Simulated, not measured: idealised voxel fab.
Module name: voxel wiring stack (process module)
The cross-section shown here is cut; it is 230 nm wide and divided into square cells measuring 5 nm on a side.
Cross-section layout: square cells on a grid; listed as bands, top to bottom; a band spans one or more cell rows. Quick guide to a band line: top height, bottom height (nm) up front; then every material left to right with its width in nm. Only one material and it's marked "all across"? Then it fills the band edge to edge. And "blank" just means empty space. Basically, 0 is our baseline, since under it the wafer straight out of the box is all one material. The bottom band has no lower end and keeps on going down, so it looks like "0 and below". With a width like "30 to 40", each row of cells in the band differs from the next by the same amount, the top row carrying the first number and the bottom row the second. Given "nothing different" for a step, no cell of the cross-section differs between before and after that step. The label "Trapped voids" introduces a list of the empty spaces, 8 cells or larger, that have no open way up to the top; each entry in it reads width x height at distance, where the distance is taken from the left edge and all three are stated in nm. Post-settings text on a step line: simulator's own remark regarding the step. The setting "overlay nm" may be written on the line of a step. When the step uses a mask, the value reports how far to the right of the planned place the mask lay, and a negative value reports that it lay to the left.

-- The following list gives the planned process steps
1. RECEIVE,material Si
2. CONFORMAL_DEP,material SiO2,thk nm 15
3. DIRECTIONAL_DEP,material TiN,thk nm 5
4. DIRECTIONAL_DEP,material W,thk nm 25
5. DIRECTIONAL_DEP,material aC,thk nm 15
6. PATTERN,tone cover,mask id METAL_1,material resist,width nm 25,pitch nm 40,thk nm 30,overlay nm 0
7. DIRECTIONAL_ETCH,etch materials aC,depth nm 15
8. STRIP,etch materials resist
9. DIRECTIONAL_ETCH,etch materials W,depth nm 25
10. DIRECTIONAL_ETCH,etch materials TiN,depth nm 5
11. STRIP,etch materials aC
12. FILL_DEP,material lowk,thk nm 5
13. CMP,height nm 45
14. CONFORMAL_DEP,material SiCN,thk nm 5
15. DIRECTIONAL_DEP,material SiO2,thk nm 15
16. DIRECTIONAL_DEP,material aC,thk nm 10
17. PATTERN,tone open,mask id PLUG_1,material resist,width nm 15,pitch nm 80,thk nm 25,overlay nm 0
18. DIRECTIONAL_ETCH,etch materials aC,depth nm 10
19. STRIP,etch materials resist
20. DIRECTIONAL_ETCH,etch materials SiO2,depth nm 15
21. DIRECTIONAL_ETCH,etch materials SiCN,depth nm 5
22. STRIP,etch materials aC
23. EPI,material Ru,thk nm 10
24. EPI,material Ru,thk nm 10
25. DIRECTIONAL_DEP,material TiN,thk nm 5
26. DIRECTIONAL_DEP,material W,thk nm 15
27. MASKED_ETCH,tone cover,mask id METAL_2,width nm 25,pitch nm 40,etch materials W,depth nm 15,overlay nm 0
28. MASKED_ETCH,tone cover,mask id METAL_2,width nm 25,pitch nm 40,etch materials TiN,depth nm 5,overlay nm 0
29. CONFORMAL_DEP,material SiN,thk nm 5
30. FILL_DEP,material SiO2,thk nm 5
31. CMP,height nm 85
32. CONFORMAL_DEP,material SiCN,thk nm 5
33. DIRECTIONAL_DEP,material lowk,thk nm 25
34. DIRECTIONAL_DEP,material aC,thk nm 15
35. PATTERN,tone open,mask id METAL_3_HOLES,material resist,width nm 15,pitch nm 40,thk nm 35,overlay nm 0
36. DIRECTIONAL_ETCH,etch materials aC,depth nm 15
37. STRIP,etch materials resist
38. DIRECTIONAL_ETCH,etch materials lowk,depth nm 25
39. STRIP,etch materials aC
40. DIRECTIONAL_DEP,material aC,thk nm 10
41. PATTERN,tone open,mask id METAL_3,material resist,width nm 25,pitch nm 40,thk nm 25,overlay nm 0
42. DIRECTIONAL_ETCH,etch materials aC,depth nm 10
43. STRIP,etch materials resist
44. DIRECTIONAL_ETCH,etch materials lowk,depth nm 15
45. DIRECTIONAL_ETCH,etch materials SiCN,depth nm 5
46. STRIP,etch materials aC
47. CONFORMAL_DEP,material TiN,thk nm 5
48. FILL_DEP,material Ru,thk nm 5
49. CMP,height nm 115
50. CONFORMAL_DEP,material SiCN,thk nm 5
51. DIRECTIONAL_DEP,material lowk,thk nm 15
52. PATTERN,tone open,mask id PLUG_3,material resist,width nm 15,pitch nm 80,thk nm 15,overlay nm 0
53. DIRECTIONAL_ETCH,etch materials lowk,depth nm 15
54. DIRECTIONAL_ETCH,etch materials SiCN,depth nm 5
55. STRIP,etch materials resist
56. CONFORMAL_DEP,material TiN,thk nm 5
57. FILL_DEP,material W,thk nm 5
58. CMP,height nm 135
59. DIRECTIONAL_DEP,material TiN,thk nm 5
60. DIRECTIONAL_DEP,material W,thk nm 15
61. PATTERN,tone cover,mask id METAL_4,material resist,width nm 25,pitch nm 40,thk nm 15,overlay nm 0
62. DIRECTIONAL_ETCH,etch materials W,depth nm 15
63. DIRECTIONAL_ETCH,etch materials TiN,depth nm 5
64. STRIP,etch materials resist
65. FILL_DEP,material lowk,thk nm 10
66. CMP,height nm 155
67. CONFORMAL_DEP,material SiCN,thk nm 5
Quick note for whoever runs this: the wafers start identical, but the width nm at step 52 isn't the same across them. The plan just shows what the first wafer had.

-- Cross-section, first of several wafers, as delivered after step 1
  0 and below  Si all across
  Trapped voids: none

-- Quick key for the table: a row per wafer, taken at the end of the module. For each material it tells you how many cells the wafer gained (+) or lost (-) since it came in, and the closed voids come after
width nm 15, +60 Ru, +160 SiCN, +50 SiN, +312 SiO2, +138 TiN, +226 W, +526 lowk, Trapped voids: none
width nm 20, +60 Ru, +158 SiCN, +50 SiN, +312 SiO2, +140 TiN, +232 W, +520 lowk, Trapped voids: none
width nm 25, +60 Ru, +156 SiCN, +50 SiN, +312 SiO2, +142 TiN, +238 W, +514 lowk, Trapped voids: none
width nm 30, +60 Ru, +154 SiCN, +50 SiN, +312 SiO2, +144 TiN, +244 W, +508 lowk, Trapped voids: none
